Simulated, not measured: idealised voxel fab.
Name of the process module below: voxel local oxidation
Section cut is 175 nm wide and gridded with 5 nm square cells.
We lay out every cross-section as a grid of square cells and spell it out in bands from the top down, where one band means one or more rows of cells. Heights first: top, then bottom, in nm. Then materials, left to right, each with a width in nm. "full width" on a single material: fills the band edge to edge. "blank": empty space. All heights in this document are referenced to 0, defined as the level beneath which the wafer, as received, consists entirely of one material. The lowest band is not bounded below; it extends indefinitely downward and is written in the form "z 0 and below". A two-number width, for instance "30->40", indicates that the width is equal to the first number in the top row of the band and to the second number in the bottom row, and that it changes by a constant amount per row of cells. Step marked "stayed the same"? Then no cell in the cross-section changed in it. Closed-off voids of 8+ cells (no open route to the top) go in "Fully sealed voids", written width x height at distance from the left edge, in nm. Note: text after step settings on the step line = simulator remark on that step. overlay nm: where the mask lay relative to plan, measured to the right, on steps with a mask; negatives go left.

[Listed below are the process steps as planned]
| 1 | op RECEIVE | material Si |
| 2 | op OXIDIZE | depth nm 5 |
| 3 | op CONFORMAL_DEP | material SiN | thk nm 10 |
| 4 | op PATTERN | tone cover | mask id ACTIVE | material resist | width nm 130 | thk nm 15 | overlay nm 0 |
| 5 | op DIRECTIONAL_ETCH | etch materials SiN | depth nm 10 |
| 6 | op STRIP | etch materials resist |
| 7 | op SELECTIVE_ETCH | etch materials SiO2 | depth nm 5 |
| 8 | op OXIDIZE | depth nm 10 |
| 9 | op STRIP | etch materials SiN |

[Below: the first of two wafers, run as planned]

[as received, after step 1]
- z 0 and below  Si full width
- Fully sealed voids: none

[The following cross-section depicts the wafer upon completion of step 2]
- z 0 to -5  SiO2 full width
- Note: structure below -5 unchanged.

[The following cross-section depicts the wafer upon completion of step 3]
- z 10 to 0  SiN full width
- Note: structure below 0 unchanged.

[The following cross-section depicts the wafer upon completion of step 4]
- z 25 to 10  20 nm blank | 130 nm resist | 25 nm blank
- Note: structure below 10 unchanged.

[The following cross-section depicts the wafer upon completion of step 5]
- z 25 to 10  20 nm blank | 130 nm resist | 25 nm blank
- z 10 to 0  20 nm blank | 130 nm SiN | 25 nm blank
- Note: structure below 0 unchanged.

[The following cross-section depicts the wafer upon completion of step 6]
- z 10 to 0  20 nm blank | 130 nm SiN | 25 nm blank
- Note: structure below 0 unchanged.

[The following cross-section depicts the wafer upon completion of step 7]
- z 10 to 0  20 nm blank | 130 nm SiN | 25 nm blank
- z 0 to -5  25 nm blank | 120 nm SiO2 | 30 nm blank
- Note: structure below -5 unchanged.

[The following cross-section depicts the wafer upon completion of step 8]
- z 10 to 0  20 nm blank | 130 nm SiN | 25 nm blank
- z 0 to -5  25 nm blank | 120 nm SiO2 | 30 nm blank
- z -5 to -15  35 nm SiO2 | 100 nm Si | 40 nm SiO2
- Note: structure below -15 unchanged.

[The following cross-section depicts the wafer upon completion of step 9]
- z 0 to -5  25 nm blank | 120 nm SiO2 | 30 nm blank
- Note: structure below -5 unchanged.

[Second wafer, same starting conditions and recipe as the first, one mistake in executing it, nothing differs from the first up to and including step 3]

[Second wafer profile in section, at the moment step 4 of the plan was meant to be complete]
- z 25 to 10  20 nm resist | 130 nm blank | 25 nm resist
- Note: structure below 10 unchanged.

[Second wafer profile in section, at the moment step 5 of the plan was meant to be complete]
- z 25 to 10  20 nm resist | 130 nm blank | 25 nm resist
- z 10 to 0  20 nm SiN | 130 nm blank | 25 nm SiN
- Note: structure below 0 unchanged.

[Second wafer profile in section, at the moment step 6 of the plan was meant to be complete]
- z 10 to 0  20 nm SiN | 130 nm blank | 25 nm SiN
- Note: structure below 0 unchanged.

[Second wafer profile in section, at the moment step 7 of the plan was meant to be complete]
- z 10 to 0  20 nm SiN | 130 nm blank | 25 nm SiN
- z 0 to -5  15 nm SiO2 | 140 nm blank | 20 nm SiO2
- Note: structure below -5 unchanged.

[Second wafer profile in section, at the moment step 8 of the plan was meant to be complete]
- z 10 to 0  20 nm SiN | 130 nm blank | 25 nm SiN
- z 0 to -5  15 nm SiO2 | 140 nm blank | 20 nm SiO2
- z -5 to -15  5 nm Si | 160 nm SiO2 | 10 nm Si
- Note: structure below -15 unchanged.

[Second wafer profile in section, at the moment step 9 of the plan was meant to be complete]
- z 0 to -5  15 nm SiO2 | 140 nm blank | 20 nm SiO2
- Note: structure below -5 unchanged.
what went wrong: step 4 was run on a setting that differed from the plan, and what really ran there is op PATTERN | tone open | mask id ACTIVE | material resist | width nm 130 | thk nm 15 | overlay nm 0
Upon completion, the second wafer contains, in terms of cells, a greater or smaller amount of certain materials than the first wafer: -34 Si; +17 SiO2
